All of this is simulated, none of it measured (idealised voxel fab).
Process module in this document: voxel gate over fins
The figure presents cross-section cut, which has a width of 225 nm and is divided into square cells with an edge length of 5 nm.
Notation: cross-section as square-cell grid; stated in bands, top first, going down; one or more cell rows per band.
Band entry format. Leading values: height of top, height of bottom, nm. Remainder: materials in left-to-right order, each with its width in nm. Special words: "all across" on a single material, which then fills the band edge to edge; "empty", empty space.
Height 0 is the level under which the wafer as received is all one material. The lowest band goes on downwards, as in "0 nm and below".
The notation "30->40" denotes a width that varies across the rows of cells in the band, beginning at the first number in the top row, finishing at the second number in the bottom row, and changing by an identical amount from each row to the next.
"everything unchanged" for a step: no cell of the cross-section changed in that step.
The list in "Sealed internal cavities" covers empty spaces of 8 cells or more that cannot reach the top through any open way, and it gives each as width x height at distance; the distance is from the left edge, and width, height and distance are in nm.
On a step's line, text after the settings is the simulator commenting on that step.
Steps that use a mask can have "overlay nm" on their line. It says how far the mask sat to the right of where it was meant to be. Negative means to the left.
These are the steps we planned for the process
1. RECEIVE | material Si
2. CONFORMAL_DEP | material SiN | thk nm 10
3. DIRECTIONAL_DEP | material aC | thk nm 15
4. PATTERN | tone cover | mask id FINS | material resist | width nm 15 | pitch nm 35 | thk nm 30 | overlay nm 0
5. DIRECTIONAL_ETCH | etch materials aC | depth nm 15
6. STRIP | etch materials resist
7. DIRECTIONAL_ETCH | etch materials SiN | depth nm 10
8. DIRECTIONAL_ETCH | etch materials Si | depth nm 40
9. STRIP | etch materials aC
10. OXIDIZE | depth nm 5
11. FILL_DEP | material SiO2 | thk nm 10
12. CMP | height nm 10
13. SELECTIVE_ETCH | etch materials SiO2 | depth nm 20
14. STRIP | etch materials SiN
15. CONFORMAL_DEP | material HfO2 | thk nm 5
16. CONFORMAL_DEP | material TiN | thk nm 5
17. CONFORMAL_DEP | material TiAl | thk nm 5
18. CONFORMAL_DEP | material TiN | thk nm 5
19. FILL_DEP | material W | thk nm 10
20. CMP | height nm 25
21. CONFORMAL_DEP | material SiN | thk nm 10
Below: the first of two wafers, run as planned
As-received state of the wafer in cross-section, equivalent to post-step 1
  0 nm and below | Si all across
  Sealed internal cavities: none
Wafer section view after processing step 2
  10 nm to 0 nm | SiN all across
  Below 0, no change.
Wafer section view after processing step 3
  25 nm to 10 nm | aC all across
  Below 10, no change.
Wafer section view after processing step 4
  55 nm to 25 nm | empty=50; resist=15; empty=20; resist=15; empty=20; resist=15; empty=20; resist=15; empty=55
  Below 25, no change.
Wafer section view after processing step 5
  40 nm to 25 nm | empty=50; resist=15; empty=20; resist=15; empty=20; resist=15; empty=20; resist=15; empty=55
  25 nm to 10 nm | empty=50; aC=15; empty=20; aC=15; empty=20; aC=15; empty=20; aC=15; empty=55
  Below 10, no change.
Wafer section view after processing step 6
  25 nm to 10 nm | empty=50; aC=15; empty=20; aC=15; empty=20; aC=15; empty=20; aC=15; empty=55
  Below 10, no change.
Wafer section view after processing step 7
  25 nm to 10 nm | empty=50; aC=15; empty=20; aC=15; empty=20; aC=15; empty=20; aC=15; empty=55
  10 nm to 0 nm | empty=50; SiN=15; empty=20; SiN=15; empty=20; SiN=15; empty=20; SiN=15; empty=55
  Below 0, no change.
Wafer section view after processing step 8
  25 nm to 10 nm | empty=50; aC=15; empty=20; aC=15; empty=20; aC=15; empty=20; aC=15; empty=55
  10 nm to 0 nm | empty=50; SiN=15; empty=20; SiN=15; empty=20; SiN=15; empty=20; SiN=15; empty=55
  0 nm to -40 nm | empty=50; Si=15; empty=20; Si=15; empty=20; Si=15; empty=20; Si=15; empty=55
  Below -40, no change.
Wafer section view after processing step 9
  10 nm to 0 nm | empty=50; SiN=15; empty=20; SiN=15; empty=20; SiN=15; empty=20; SiN=15; empty=55
  Below 0, no change.
Wafer section view after processing step 10
  10 nm to 0 nm | empty=50; SiN=15; empty=20; SiN=15; empty=20; SiN=15; empty=20; SiN=15; empty=55
  0 nm to -40 nm | empty=50; SiO2=5; Si=5; SiO2=5; empty=20; SiO2=5; Si=5; SiO2=5; empty=20; SiO2=5; Si=5; SiO2=5; empty=20; SiO2=5; Si=5; SiO2=5; empty=55
  -40 nm to -45 nm | SiO2=55; Si=5; SiO2=30; Si=5; SiO2=30; Si=5; SiO2=30; Si=5; SiO2=60
  Below -45, no change.
Wafer section view after processing step 11
  20 nm to 10 nm | SiO2 all across
  10 nm to 0 nm | SiO2=50; SiN=15; SiO2=20; SiN=15; SiO2=20; SiN=15; SiO2=20; SiN=15; SiO2=55
  0 nm to -45 nm | SiO2=55; Si=5; SiO2=30; Si=5; SiO2=30; Si=5; SiO2=30; Si=5; SiO2=60
  Below -45, no change.
Wafer section view after processing step 12
  10 nm to 0 nm | SiO2=50; SiN=15; SiO2=20; SiN=15; SiO2=20; SiN=15; SiO2=20; SiN=15; SiO2=55
  Below 0, no change.
Wafer section view after processing step 13
  10 nm to 0 nm | empty=50; SiN=15; empty=20; SiN=15; empty=20; SiN=15; empty=20; SiN=15; empty=55
  0 nm to -10 nm | empty=55; Si=5; empty=30; Si=5; empty=30; Si=5; empty=30; Si=5; empty=60
  Below -10, no change.
Wafer section view after processing step 14
  0 nm to -10 nm | empty=55; Si=5; empty=30; Si=5; empty=30; Si=5; empty=30; Si=5; empty=60
  Below -10, no change.
Wafer section view after processing step 15
  5 nm to 0 nm | empty=50; HfO2=15; empty=20; HfO2=15; empty=20; HfO2=15; empty=20; HfO2=15; empty=55
  0 nm to -5 nm | empty=50; HfO2=5; Si=5; HfO2=5; empty=20; HfO2=5; Si=5; HfO2=5; empty=20; HfO2=5; Si=5; HfO2=5; empty=20; HfO2=5; Si=5; HfO2=5; empty=55
  -5 nm to -10 nm | HfO2=55; Si=5; HfO2=30; Si=5; HfO2=30; Si=5; HfO2=30; Si=5; HfO2=60
  Below -10, no change.
Wafer section view after processing step 16
  10 nm to 5 nm | empty=45; TiN=25; empty=10; TiN=25; empty=10; TiN=25; empty=10; TiN=25; empty=50
  5 nm to 0 nm | empty=45; TiN=5; HfO2=15; TiN=5; empty=10; TiN=5; HfO2=15; TiN=5; empty=10; TiN=5; HfO2=15; TiN=5; empty=10; TiN=5; HfO2=15; TiN=5; empty=50
  0 nm to -5 nm | TiN=50; HfO2=5; Si=5; HfO2=5; TiN=20; HfO2=5; Si=5; HfO2=5; TiN=20; HfO2=5; Si=5; HfO2=5; TiN=20; HfO2=5; Si=5; HfO2=5; TiN=55
  Below -5, no change.
Wafer section view after processing step 17
  15 nm to 10 nm | empty=40; TiAl=140; empty=45
  10 nm to 5 nm | empty=40; TiAl=5; TiN=25; TiAl=10; TiN=25; TiAl=10; TiN=25; TiAl=10; TiN=25; TiAl=5; empty=45
  5 nm to 0 nm | TiAl=45; TiN=5; HfO2=15; TiN=5; TiAl=10; TiN=5; HfO2=15; TiN=5; TiAl=10; TiN=5; HfO2=15; TiN=5; TiAl=10; TiN=5; HfO2=15; TiN=5; TiAl=50
  Below 0, no change.
Wafer section view after processing step 18
  20 nm to 15 nm | empty=35; TiN=150; empty=40
  15 nm to 10 nm | empty=35; TiN=5; TiAl=140; TiN=5; empty=40
  10 nm to 5 nm | TiN=40; TiAl=5; TiN=25; TiAl=10; TiN=25; TiAl=10; TiN=25; TiAl=10; TiN=25; TiAl=5; TiN=45
  Below 5, no change.
Wafer section view after processing step 19
  30 nm to 20 nm | W all across
  20 nm to 15 nm | W=35; TiN=150; W=40
  15 nm to 10 nm | W=35; TiN=5; TiAl=140; TiN=5; W=40
  Below 10, no change.
Wafer section view after processing step 20
  25 nm to 20 nm | W all across
  Below 20, no change.
Wafer section view after processing step 21
  35 nm to 25 nm | SiN all across
  Below 25, no change.
The second wafer: identical to the first at the outset and in its planned sequence, differing only in that one mistake was made during processing; up to and including step 3, its path is the first wafer's path
Cross-sectional representation of the second wafer at the time designated in the plan for the completion of step 4
  55 nm to 25 nm | empty=50; resist=20; empty=15; resist=20; empty=15; resist=20; empty=15; resist=20; empty=50
  Below 25, no change.
Cross-sectional representation of the second wafer at the time designated in the plan for the completion of step 5
  40 nm to 25 nm | empty=50; resist=20; empty=15; resist=20; empty=15; resist=20; empty=15; resist=20; empty=50
  25 nm to 10 nm | empty=50; aC=20; empty=15; aC=20; empty=15; aC=20; empty=15; aC=20; empty=50
  Below 10, no change.
Cross-sectional representation of the second wafer at the time designated in the plan for the completion of step 6
  25 nm to 10 nm | empty=50; aC=20; empty=15; aC=20; empty=15; aC=20; empty=15; aC=20; empty=50
  Below 10, no change.
Cross-sectional representation of the second wafer at the time designated in the plan for the completion of step 7
  25 nm to 10 nm | empty=50; aC=20; empty=15; aC=20; empty=15; aC=20; empty=15; aC=20; empty=50
  10 nm to 0 nm | empty=50; SiN=20; empty=15; SiN=20; empty=15; SiN=20; empty=15; SiN=20; empty=50
  Below 0, no change.
Cross-sectional representation of the second wafer at the time designated in the plan for the completion of step 8
  25 nm to 10 nm | empty=50; aC=20; empty=15; aC=20; empty=15; aC=20; empty=15; aC=20; empty=50
  10 nm to 0 nm | empty=50; SiN=20; empty=15; SiN=20; empty=15; SiN=20; empty=15; SiN=20; empty=50
  0 nm to -40 nm | empty=50; Si=20; empty=15; Si=20; empty=15; Si=20; empty=15; Si=20; empty=50
  Below -40, no change.
Cross-sectional representation of the second wafer at the time designated in the plan for the completion of step 9
  10 nm to 0 nm | empty=50; SiN=20; empty=15; SiN=20; empty=15; SiN=20; empty=15; SiN=20; empty=50
  Below 0, no change.
Cross-sectional representation of the second wafer at the time designated in the plan for the completion of step 10
  10 nm to 0 nm | empty=50; SiN=20; empty=15; SiN=20; empty=15; SiN=20; empty=15; SiN=20; empty=50
  0 nm to -40 nm | empty=50; SiO2=5; Si=10; SiO2=5; empty=15; SiO2=5; Si=10; SiO2=5; empty=15; SiO2=5; Si=10; SiO2=5; empty=15; SiO2=5; Si=10; SiO2=5; empty=50
  -40 nm to -45 nm | SiO2=55; Si=10; SiO2=25; Si=10; SiO2=25; Si=10; SiO2=25; Si=10; SiO2=55
  Below -45, no change.
Cross-sectional representation of the second wafer at the time designated in the plan for the completion of step 11
  20 nm to 10 nm | SiO2 all across
  10 nm to 0 nm | SiO2=50; SiN=20; SiO2=15; SiN=20; SiO2=15; SiN=20; SiO2=15; SiN=20; SiO2=50
  0 nm to -45 nm | SiO2=55; Si=10; SiO2=25; Si=10; SiO2=25; Si=10; SiO2=25; Si=10; SiO2=55
  Below -45, no change.
Cross-sectional representation of the second wafer at the time designated in the plan for the completion of step 12
  10 nm to 0 nm | SiO2=50; SiN=20; SiO2=15; SiN=20; SiO2=15; SiN=20; SiO2=15; SiN=20; SiO2=50
  Below 0, no change.
Cross-sectional representation of the second wafer at the time designated in the plan for the completion of step 13
  10 nm to 0 nm | empty=50; SiN=20; empty=15; SiN=20; empty=15; SiN=20; empty=15; SiN=20; empty=50
  0 nm to -10 nm | empty=55; Si=10; empty=25; Si=10; empty=25; Si=10; empty=25; Si=10; empty=55
  Below -10, no change.
Cross-sectional representation of the second wafer at the time designated in the plan for the completion of step 14
  0 nm to -10 nm | empty=55; Si=10; empty=25; Si=10; empty=25; Si=10; empty=25; Si=10; empty=55
  Below -10, no change.
Cross-sectional representation of the second wafer at the time designated in the plan for the completion of step 15
  5 nm to 0 nm | empty=50; HfO2=20; empty=15; HfO2=20; empty=15; HfO2=20; empty=15; HfO2=20; empty=50
  0 nm to -5 nm | empty=50; HfO2=5; Si=10; HfO2=5; empty=15; HfO2=5; Si=10; HfO2=5; empty=15; HfO2=5; Si=10; HfO2=5; empty=15; HfO2=5; Si=10; HfO2=5; empty=50
  -5 nm to -10 nm | HfO2=55; Si=10; HfO2=25; Si=10; HfO2=25; Si=10; HfO2=25; Si=10; HfO2=55
  Below -10, no change.
Cross-sectional representation of the second wafer at the time designated in the plan for the completion of step 16
  10 nm to 5 nm | empty=45; TiN=30; empty=5; TiN=30; empty=5; TiN=30; empty=5; TiN=30; empty=45
  5 nm to 0 nm | empty=45; TiN=5; HfO2=20; TiN=5; empty=5; TiN=5; HfO2=20; TiN=5; empty=5; TiN=5; HfO2=20; TiN=5; empty=5; TiN=5; HfO2=20; TiN=5; empty=45
  0 nm to -5 nm | TiN=50; HfO2=5; Si=10; HfO2=5; TiN=15; HfO2=5; Si=10; HfO2=5; TiN=15; HfO2=5; Si=10; HfO2=5; TiN=15; HfO2=5; Si=10; HfO2=5; TiN=50
  Below -5, no change.
Cross-sectional representation of the second wafer at the time designated in the plan for the completion of step 17
  15 nm to 10 nm | empty=40; TiAl=145; empty=40
  10 nm to 5 nm | empty=40; TiAl=5; TiN=30; TiAl=5; TiN=30; TiAl=5; TiN=30; TiAl=5; TiN=30; TiAl=5; empty=40
  5 nm to 0 nm | TiAl=45; TiN=5; HfO2=20; TiN=5; TiAl=5; TiN=5; HfO2=20; TiN=5; TiAl=5; TiN=5; HfO2=20; TiN=5; TiAl=5; TiN=5; HfO2=20; TiN=5; TiAl=45
  Below 0, no change.
Cross-sectional representation of the second wafer at the time designated in the plan for the completion of step 18
  20 nm to 15 nm | empty=35; TiN=155; empty=35
  15 nm to 10 nm | empty=35; TiN=5; TiAl=145; TiN=5; empty=35
  10 nm to 5 nm | TiN=40; TiAl=5; TiN=30; TiAl=5; TiN=30; TiAl=5; TiN=30; TiAl=5; TiN=30; TiAl=5; TiN=40
  Below 5, no change.
Cross-sectional representation of the second wafer at the time designated in the plan for the completion of step 19
  30 nm to 20 nm | W all across
  20 nm to 15 nm | W=35; TiN=155; W=35
  15 nm to 10 nm | W=35; TiN=5; TiAl=145; TiN=5; W=35
  Below 10, no change.
Cross-sectional representation of the second wafer at the time designated in the plan for the completion of step 20
  25 nm to 20 nm | W all across
  Below 20, no change.
Cross-sectional representation of the second wafer at the time designated in the plan for the completion of step 21
  35 nm to 25 nm | SiN all across
  Below 25, no change.
What broke from the plan during processing? step 4 ran with different settings than intended, the actual operation and settings being PATTERN | tone cover | mask id FINS | material resist | width nm 20 | pitch nm 35 | thk nm 30 | overlay nm 0
Final wafer comparison in cells, second versus first, more or fewer per material: 36 more of Si; 28 fewer of SiO2; 6 fewer of TiAl; 2 fewer of W
